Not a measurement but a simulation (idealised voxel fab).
Proc. module: voxel transistor to metal
Square cell edge 5 nm, section width 210 nm, ID cut.
For the purposes of this document, a cross-section shall be understood as a grid of square cells, specified as bands listed in top-to-bottom order, each band consisting of one or more rows of cells. Per band: top height and bottom height in nm, followed by the left-to-right materials and their widths in nm; "full width" marks a single material spanning edge to edge, "blank" marks empty space. A quick word on heights: they are counted from 0, and under that level the wafer as it came to us is one material throughout. The lowest band is different from the rest in having no bottom; it simply continues downward, written as in "0 -> down". A two-number width, for instance "30..40", indicates that the width is equal to the first number in the top row of the band and to the second number in the bottom row, and that it changes by a constant amount per row of cells. What does "nothing changed" mean for a step? It means no cell of the cross-section changed in that step. Basically, "Sealed voids" tells you about the enclosed voids: empty spaces with no open way to the top, 8 cells or bigger, each written width x height at distance, where distance is from the left edge, all in nm. Heads up: the bit after the settings on a step's line is the simulator's remark on that step. A step's line can hold "overlay nm"; with a mask on that step, the setting says how far right of the planned place the mask lay, while a negative setting says it lay to the left.
THE STEPS PLANNED FOR THE PROCESS ARE AS FOLLOWS
- 1: RECEIVE: material Si
- 2: CONFORMAL_DEP: material SiO2, thk nm 5
- 3: CONFORMAL_DEP: material SiN, thk nm 15
- 4: DIRECTIONAL_DEP: material aC, thk nm 10
- 5: PATTERN: tone cover, mask id ACTIVE, material resist, width nm 85, thk nm 30, overlay nm 0
- 6: DIRECTIONAL_ETCH: etch materials aC, depth nm 10
- 7: STRIP: etch materials resist
- 8: DIRECTIONAL_ETCH: etch materials SiN, depth nm 15
- 9: DIRECTIONAL_ETCH: etch materials SiO2, depth nm 5
- 10: DIRECTIONAL_ETCH: etch materials Si, depth nm 25
- 11: STRIP: etch materials aC
- 12: OXIDIZE: depth nm 5
- 13: FILL_DEP: material SiO2, thk nm 15
- 14: CMP: height nm 20
- 15: SELECTIVE_ETCH: etch materials SiO2, depth nm 5
- 16: STRIP: etch materials SiN
- 17: SELECTIVE_ETCH: etch materials SiO2, depth nm 5
- 18: OXIDIZE: depth nm 5
- 19: DIRECTIONAL_DEP: material polySi, thk nm 20
- 20: DIRECTIONAL_DEP: material SiCN, thk nm 15
- 21: MASKED_ETCH: tone cover, mask id GATE, width nm 15, etch materials SiCN, depth nm 25, overlay nm 0
- 22: MASKED_ETCH: tone cover, mask id GATE, width nm 15, etch materials polySi, depth nm 30, overlay nm 0
- 23: CONFORMAL_DEP: material SiO2, thk nm 5
- 24: DIRECTIONAL_ETCH: etch materials SiO2, depth nm 5
- 25: CONFORMAL_DEP: material SiN, thk nm 5
- 26: DIRECTIONAL_ETCH: etch materials SiN, depth nm 5
- 27: DIRECTIONAL_ETCH: etch materials SiO2, depth nm 5
- 28: DIRECTIONAL_ETCH: etch materials Si, depth nm 5
- 29: EPI: material pSi, thk nm 10
- 30: FILL_DEP: material SiO2, thk nm 5
- 31: CMP: height nm 35
- 32: DIRECTIONAL_DEP: material SiO2, thk nm 15
- 33: PATTERN: tone open, mask id CONTACT, material resist, width nm 25, pitch nm 50, thk nm 15, overlay nm 0
- 34: DIRECTIONAL_ETCH: etch materials SiO2, depth nm 50
- 35: STRIP: etch materials resist
- 36: CONFORMAL_DEP: material TiN, thk nm 5
- 37: FILL_DEP: material Ru, thk nm 10
- 38: CMP: height nm 50
- 39: CONFORMAL_DEP: material SiCN, thk nm 5
- 40: DIRECTIONAL_DEP: material lowk, thk nm 15
- 41: DIRECTIONAL_DEP: material aC, thk nm 15
- 42: PATTERN: tone open, mask id METAL_1, material resist, width nm 15, pitch nm 60, thk nm 30, overlay nm 0
- 43: DIRECTIONAL_ETCH: etch materials aC, depth nm 15
- 44: STRIP: etch materials resist
- 45: DIRECTIONAL_ETCH: etch materials lowk, depth nm 15
- 46: DIRECTIONAL_ETCH: etch materials SiCN, depth nm 5
- 47: STRIP: etch materials aC
- 48: CONFORMAL_DEP: material TiN, thk nm 5
- 49: FILL_DEP: material Ru, thk nm 10
- 50: CMP: height nm 70
- 51: CONFORMAL_DEP: material SiCN, thk nm 5
- 52: DIRECTIONAL_DEP: material SiO2, thk nm 35
- 53: DIRECTIONAL_DEP: material aC, thk nm 15
- 54: PATTERN: tone open, mask id METAL_2, material resist, width nm 15, pitch nm 60, thk nm 35, overlay nm 0
- 55: DIRECTIONAL_ETCH: etch materials aC, depth nm 15
- 56: STRIP: etch materials resist
- 57: DIRECTIONAL_ETCH: etch materials SiO2, depth nm 20
- 58: STRIP: etch materials aC
- 59: MASKED_ETCH: tone open, mask id METAL_2_HOLES, width nm 15, pitch nm 60, etch materials SiO2, depth nm 15, overlay nm 0
- 60: MASKED_ETCH: tone open, mask id METAL_2_HOLES, width nm 15, pitch nm 60, etch materials SiCN, depth nm 5, overlay nm 0
- 61: CONFORMAL_DEP: material TiN, thk nm 5
- 62: FILL_DEP: material Cu, thk nm 5
- 63: CMP: height nm 110
- 64: CONFORMAL_DEP: material SiN, thk nm 5
CROSS-SECTION OF THE INCOMING WAFER, STATE AFTER STEP 1
0 -> down = Si full width
Sealed voids: none
WAFER CROSS-SECTION AT MODULE END: FIRST OF TWO, RUN TO PLAN
115 -> 110 = SiN full width
110 -> 75 = 65 of SiO2 / 5 of TiN / 5 of Cu / 5 of TiN / 45 of SiO2 / 5 of TiN / 5 of Cu / 5 of TiN / 70 of SiO2
75 -> 70 = 65 of SiCN / 15 of TiN / 45 of SiCN / 15 of TiN / 70 of SiCN
70 -> 55 = 65 of lowk / 5 of TiN / 5 of Ru / 5 of TiN / 45 of lowk / 5 of TiN / 5 of Ru / 5 of TiN / 70 of lowk
55 -> 50 = 65 of SiCN / 15 of TiN / 45 of SiCN / 15 of TiN / 70 of SiCN
50 -> 40 = 65 of SiO2 / 5 of TiN / 15 of Ru / 5 of TiN / 25 of SiO2 / 5 of TiN / 15 of Ru / 5 of TiN / 70 of SiO2
40 -> 35 = 65 of SiO2 / 5 of TiN / 10 of Ru / 10 of TiN / 25 of SiO2 / 10 of TiN / 10 of Ru / 5 of TiN / 70 of SiO2
35 -> 20 = 65 of SiO2 / 5 of TiN / 10 of Ru / 5 of TiN / 5 of SiN / 5 of SiO2 / 15 of SiCN / 5 of SiO2 / 5 of SiN / 5 of TiN / 10 of Ru / 5 of TiN / 70 of SiO2
20 -> 10 = 65 of SiO2 / 5 of TiN / 10 of Ru / 5 of TiN / 5 of SiN / 5 of SiO2 / 15 of polySi / 5 of SiO2 / 5 of SiN / 5 of TiN / 10 of Ru / 5 of TiN / 70 of SiO2
10 -> 5 = 60 of SiO2 / 5 of SiN / 20 of TiN / 5 of SiN / 5 of SiO2 / 15 of polySi / 5 of SiO2 / 5 of SiN / 20 of TiN / 5 of SiN / 65 of SiO2
5 -> 0 = 60 of SiO2 / 5 of SiN / 10 of TiN / 10 of pSi / 5 of SiN / 5 of SiO2 / 15 of polySi / 5 of SiO2 / 5 of SiN / 10 of pSi / 10 of TiN / 5 of SiN / 65 of SiO2
0 -> -5 = 65 of SiO2 / 20 of pSi / 35 of SiO2 / 20 of pSi / 70 of SiO2
-5 -> -10 = 65 of SiO2 / 20 of pSi / 35 of Si / 20 of pSi / 70 of SiO2
-10 -> -30 = 65 of SiO2 / 75 of Si / 70 of SiO2
-30 -> down = Si full width
Sealed voids: none
SO THIS IS WAFER NUMBER TWO OF THE TWO, CUT AT THE END OF THE MODULE - IT STARTED WHERE THE FIRST DID AND HAD THE SAME PLAN, WE JUST GOT ONE THING WRONG RUNNING IT
115 -> 110 = SiN full width
110 -> 75 = 65 of SiO2 / 5 of TiN / 5 of Cu / 5 of TiN / 45 of SiO2 / 5 of TiN / 5 of Cu / 5 of TiN / 70 of SiO2
75 -> 70 = 65 of SiCN / 15 of TiN / 45 of SiCN / 15 of TiN / 70 of SiCN
70 -> 55 = 65 of lowk / 5 of TiN / 5 of Ru / 5 of TiN / 45 of lowk / 5 of TiN / 5 of Ru / 5 of TiN / 70 of lowk
55 -> 50 = 65 of SiCN / 15 of TiN / 45 of SiCN / 15 of TiN / 70 of SiCN
50 -> 35 = 65 of SiO2 / 5 of TiN / 15 of Ru / 5 of TiN / 25 of SiO2 / 5 of TiN / 15 of Ru / 5 of TiN / 70 of SiO2
35 -> 20 = 65 of SiO2 / 5 of TiN / 15 of Ru / 5 of TiN / 5 of SiN / 15 of SiCN / 5 of SiN / 5 of TiN / 15 of Ru / 5 of TiN / 70 of SiO2
20 -> 10 = 65 of SiO2 / 5 of TiN / 15 of Ru / 5 of TiN / 5 of SiN / 15 of polySi / 5 of SiN / 5 of TiN / 15 of Ru / 5 of TiN / 70 of SiO2
10 -> 5 = 65 of SiO2 / 5 of TiN / 5 of Ru / 15 of TiN / 5 of SiN / 15 of polySi / 5 of SiN / 15 of TiN / 5 of Ru / 5 of TiN / 70 of SiO2
5 -> 0 = 55 of SiO2 / 5 of SiN / 5 of SiO2 / 15 of TiN / 10 of pSi / 5 of SiN / 15 of polySi / 5 of SiN / 10 of pSi / 15 of TiN / 5 of SiO2 / 5 of SiN / 60 of SiO2
0 -> -5 = 55 of SiO2 / 5 of SiN / 30 of pSi / 5 of SiN / 15 of SiO2 / 5 of SiN / 30 of pSi / 5 of SiN / 60 of SiO2
-5 -> -10 = 60 of SiO2 / 30 of pSi / 25 of Si / 30 of pSi / 65 of SiO2
-10 -> -30 = 65 of SiO2 / 75 of Si / 70 of SiO2
-30 -> down = Si full width
Sealed voids: none
what went wrong: step 23 of the plan did not run at all; it was left out
Upon completion, the second wafer contains, in terms of cells, a greater or smaller amount of certain materials than the first wafer: 14 more of Ru; 2 fewer of Si; 2 more of SiN; 22 fewer of SiO2; 8 more of pSi
